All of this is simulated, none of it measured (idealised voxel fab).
voxel released beams: a process module
In the cross-section labelled cut, the width is 285 nm and each square cell is 5 nm.
Square cells in a grid make up a cross-section in this document, and the grid is given as bands, listed from the top down, each one or more rows of cells. Basically the band line says how high the top is and how high the bottom is, in nm, and then what's in it from left to right, every material with its width in nm. Empty space shows up as "empty", and if a single material carries "edge to edge" it runs the full band edge to edge. Ref level 0: as-received wafer is one material below here. Bottom band extends down with no lower bound ("z 0 and below"). Top row gets the first number, bottom row gets the second, and each row in between changes by the same step: that is how a band width like "30->40" works. Given "no modification" for a step, no cell of the cross-section differs between before and after that step. Reported under the label "Sealed internal voids" are the empty spaces having no open way to the top and comprising 8 cells or more; the notation for each is width x height at distance, in which the distance is measured from the left edge and all three values are in nm. The remark found on a step's line after its settings is issued by the simulator itself and pertains to that step. "overlay nm" denotes, for a step that has a mask, the displacement of the mask to the right of its planned place, with negative values corresponding to the left.
**Steps in the process plan**
1 RECEIVE | material Si
2 CONFORMAL_DEP | material SiN | thk nm 10
3 DIRECTIONAL_DEP | material SiO2 | thk nm 10
4 MASKED_ETCH | tone open | mask id ANCHOR | width nm 25 | etch materials SiO2 | depth nm 10 | overlay nm 0
5 CONFORMAL_DEP | material polySi | thk nm 10
6 DIRECTIONAL_DEP | material aC | thk nm 15
7 PATTERN | tone cover | mask id BEAM | material resist | width nm 90 | thk nm 30 | overlay nm 0
8 DIRECTIONAL_ETCH | etch materials aC | depth nm 15
9 STRIP | etch materials resist
10 DIRECTIONAL_ETCH | etch materials polySi | depth nm 10
11 STRIP | etch materials aC
12 STRIP | etch materials SiO2
**As-received state of the wafer in cross-section, equivalent to post-step 1**
> z 0 and below | Si edge to edge
> Sealed internal voids: none
**End-of-module XS, first of two wafers, run as planned**
> z 30 to 20 | empty (95) | polySi (15) | empty (5) | polySi (70) | empty (100)
> z 20 to 10 | empty (100) | polySi (25) | empty (160)
> z 10 to 0 | SiN edge to edge
> z 0 and below | Si edge to edge
> Sealed internal voids: none
**Now the second wafer, cross-sectioned at the end of the module. Nothing different at the start, nothing different in the plan compared with the first, just one mistake when it was actually run**
> z 20 to 10 | empty (95) | polySi (15) | empty (5) | polySi (70) | empty (100)
> z 10 to 0 | empty (100) | polySi (25) | empty (160)
> z 0 and below | Si edge to edge
> Sealed internal voids: none
Where did the run depart from the plan? step 2 was dropped from the plan's execution and never run
Final cells, second wafer relative to first, materials higher or lower: 114 fewer of SiN
